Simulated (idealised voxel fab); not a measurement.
process module | voxel ribs on slabs
cross-section cut | 220 nm wide | cells 5 nm
A cross-section is a grid of square cells, given in bands from the top down. A band is one or more rows of cells.
Each band's line starts with the height of the band's top and of its bottom, in nm. Then come its materials from left to right, each with its width in nm. One material with "throughout" fills the band from edge to edge. "air" is empty space.
Height 0 is the level under which the wafer as received is all one material. The lowest band goes on downwards, as in "0 down".
A width such as "30 to 40" changes by the same amount from each row of cells to the next, from the band's top row to its bottom row.
"no change" after a step means that no cell of the cross-section changed.
closed voids: empty space of 8 cells or more with no open way to the top, each as width x height at its distance from the left edge, in nm
after a step's settings: what the simulator itself notes on the step
overlay nm, on a step with a mask: how far to the right of its planned place the mask lay; to the left if negative
plan
1 op RECEIVE | material Si
2 op DIRECTIONAL_DEP | material SiO2 | thk nm 20
3 op DIRECTIONAL_DEP | material polySi | thk nm 25
4 op MASKED_ETCH | tone cover | mask id RIB | width nm 20 | etch materials polySi | depth nm 15 | overlay nm 0
5 op PATTERN | tone cover | mask id SLAB | material resist | width nm 50 | thk nm 20 | overlay nm 0
6 op DIRECTIONAL_ETCH | etch materials polySi | depth nm 10
7 op STRIP | etch materials resist
8 op FILL_DEP | material SiO2 | thk nm 20
9 op CMP | height nm 60
10 op DIRECTIONAL_DEP | material W | thk nm 5
11 op PATTERN | tone cover | mask id HEATER | material resist | width nm 30 | thk nm 20 | overlay nm -15
12 op DIRECTIONAL_ETCH | etch materials W | depth nm 5
13 op STRIP | etch materials resist
14 op CONFORMAL_DEP | material SiN | thk nm 5
varied across the wafers: overlay nm of step 11. The plan shows the first wafer's value. All wafers start alike
first wafer as received, after step 1
  0 down: Si throughout
  closed voids: none
each wafer at the end: cells of each material gained (+) or lost (-) since it was received, then its closed voids
overlay nm -15 | +46 SiN | +496 SiO2 | +6 W | +32 polySi | closed voids: none
overlay nm -10 | +46 SiN | +496 SiO2 | +6 W | +32 polySi | closed voids: none
overlay nm -5 | +46 SiN | +496 SiO2 | +6 W | +32 polySi | closed voids: none
overlay nm 0 | +46 SiN | +496 SiO2 | +6 W | +32 polySi | closed voids: none
overlay nm 5 | +46 SiN | +496 SiO2 | +6 W | +32 polySi | closed voids: none
overlay nm 10 | +46 SiN | +496 SiO2 | +6 W | +32 polySi | closed voids: none
overlay nm 15 | +46 SiN | +496 SiO2 | +6 W | +32 polySi | closed voids: none
